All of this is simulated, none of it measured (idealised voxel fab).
Documented hereafter: the process module known as voxel capacitor over wiring.
Cross-sectional view cut (width: 230 nm; square cell size: 5 nm).
Cross-section layout: square cells on a grid; listed as bands, top to bottom; a band spans one or more cell rows.
First you get the band's top height and its bottom height, in nm, and then the materials it's made of, left to right, with each width in nm. If you see a single material with "full width", that one covers the band edge to edge. "air" is empty space.
The level at which height equals 0 is the one under which the wafer, as it arrives, is entirely one material. No lower edge exists for the bottom band, which continues downward and is notated as in "from 0 down".
A two-number width, for instance "30 to 40", indicates that the width is equal to the first number in the top row of the band and to the second number in the bottom row, and that it changes by a constant amount per row of cells.
It should be understood that the words "remained the same", when stated for a given step, signify that the cross-section underwent no change in any of its cells during that step.
The list in "Sealed cavities" covers empty spaces of 8 cells or more that cannot reach the top through any open way, and it gives each as width x height at distance; the distance is from the left edge, and width, height and distance are in nm.
If you see something after the settings on a step's line, that's the simulator's own remark about that step.
When a step includes a mask, the "overlay nm" setting on its line states how far to the right of its planned place that mask lay, and negative values state how far to the left.
### Planned step list for the process
1,RECEIVE with material Si
2,CONFORMAL_DEP with material SiO2, thk nm 15
3,CONFORMAL_DEP with material SiCN, thk nm 5
4,DIRECTIONAL_DEP with material lowk, thk nm 25
5,DIRECTIONAL_DEP with material aC, thk nm 15
6,PATTERN with tone open, mask id METAL_1, material resist, width nm 25, pitch nm 95, thk nm 35, overlay nm 0
7,DIRECTIONAL_ETCH with etch materials aC, depth nm 15
8,STRIP with etch materials resist
9,DIRECTIONAL_ETCH with etch materials lowk, depth nm 25
10,DIRECTIONAL_ETCH with etch materials SiCN, depth nm 5
11,STRIP with etch materials aC
12,CONFORMAL_DEP with material TiN, thk nm 5
13,FILL_DEP with material Ru, thk nm 5
14,CMP with height nm 45
15,CONFORMAL_DEP with material SiCN, thk nm 5
16,DIRECTIONAL_DEP with material lowk, thk nm 15
17,DIRECTIONAL_DEP with material aC, thk nm 15
18,PATTERN with tone open, mask id PLUG_1, material resist, width nm 15, thk nm 30, overlay nm 0
19,DIRECTIONAL_ETCH with etch materials aC, depth nm 15
20,STRIP with etch materials resist
21,DIRECTIONAL_ETCH with etch materials lowk, depth nm 15
22,DIRECTIONAL_ETCH with etch materials SiCN, depth nm 5
23,STRIP with etch materials aC
24,CONFORMAL_DEP with material TiN, thk nm 5
25,FILL_DEP with material W, thk nm 5
26,CMP with height nm 65
27,DIRECTIONAL_DEP with material TiN, thk nm 5
28,DIRECTIONAL_DEP with material Al2O3, thk nm 5
29,DIRECTIONAL_DEP with material TiN, thk nm 5
30,DIRECTIONAL_DEP with material aC, thk nm 10
31,PATTERN with tone cover, mask id UPPER_PLATE, material resist, width nm 75, thk nm 30, overlay nm 0
32,DIRECTIONAL_ETCH with etch materials aC, depth nm 10
33,STRIP with etch materials resist
34,DIRECTIONAL_ETCH with etch materials TiN, depth nm 5
35,DIRECTIONAL_ETCH with etch materials Al2O3, depth nm 5
36,STRIP with etch materials aC
37,MASKED_ETCH with tone cover, mask id LOWER_PLATE, width nm 85, etch materials TiN, depth nm 5, overlay nm 0
38,FILL_DEP with material SiO2, thk nm 20
39,CMP with height nm 95
40,PATTERN with tone open, mask id PLUG_2, material resist, width nm 15, thk nm 15, overlay nm 0
41,DIRECTIONAL_ETCH with etch materials SiO2, depth nm 15
42,STRIP with etch materials resist
43,CONFORMAL_DEP with material TiN, thk nm 5
44,FILL_DEP with material Cu, thk nm 5
45,CMP with height nm 95
46,CONFORMAL_DEP with material SiCN, thk nm 5
### Cross-section of the wafer at receipt, which is the condition after step 1
* from 0 down = Si full width
* Sealed cavities: none
### End-of-module cross-section of the first of two wafers, processed as planned
* from 100 to 95 = SiCN full width
* from 95 to 85 = 75 of SiO2, then 5 of TiN, then 5 of Cu, then 5 of TiN, then 140 of SiO2
* from 85 to 75 = 75 to 65 of SiO2, then 15 to 75 of TiN, then 140 to 90 of SiO2
* from 75 to 70 = 65 of SiO2, then 75 of Al2O3, then 90 of SiO2
* from 70 to 65 = 60 of SiO2, then 85 of TiN, then 85 of SiO2
* from 65 to 50 = 65 of lowk, then 5 of TiN, then 5 of W, then 5 of TiN, then 150 of lowk
* from 50 to 45 = 65 of SiCN, then 15 of TiN, then 150 of SiCN
* from 45 to 20 = 55 of lowk, then 5 of TiN, then 15 of Ru, then 5 of TiN, then 70 of lowk, then 5 of TiN, then 15 of Ru, then 5 of TiN, then 55 of lowk
* from 20 to 15 = 55 of SiCN, then 25 of TiN, then 70 of SiCN, then 25 of TiN, then 55 of SiCN
* from 15 to 0 = SiO2 full width
* from 0 down = Si full width
* Sealed cavities: none
### Wafer two, end of module, cross-section. Same start, same plan as wafer one. One mistake in the run
* from 100 to 95 = SiCN full width
* from 95 to 85 = 75 of SiO2, then 5 of TiN, then 5 of Cu, then 5 of TiN, then 140 of SiO2
* from 85 to 75 = 75 to 60 of SiO2, then 15 to 75 of TiN, then 140 to 95 of SiO2
* from 75 to 70 = 60 of SiO2, then 75 of Al2O3, then 95 of SiO2
* from 70 to 65 = 60 of SiO2, then 85 of TiN, then 85 of SiO2
* from 65 to 50 = 65 of lowk, then 5 of TiN, then 5 of W, then 5 of TiN, then 150 of lowk
* from 50 to 45 = 65 of SiCN, then 15 of TiN, then 150 of SiCN
* from 45 to 20 = 55 of lowk, then 5 of TiN, then 15 of Ru, then 5 of TiN, then 70 of lowk, then 5 of TiN, then 15 of Ru, then 5 of TiN, then 55 of lowk
* from 20 to 15 = 55 of SiCN, then 25 of TiN, then 70 of SiCN, then 25 of TiN, then 55 of SiCN
* from 15 to 0 = SiO2 full width
* from 0 down = Si full width
* Sealed cavities: none
Deviation from plan: it should be noted that step 31 was executed with settings other than those planned, the operation and settings actually applied being PATTERN with tone cover, mask id UPPER_PLATE, material resist, width nm 75, thk nm 30, overlay nm -5
Both wafers, final: cells per material equal; arrangement not.
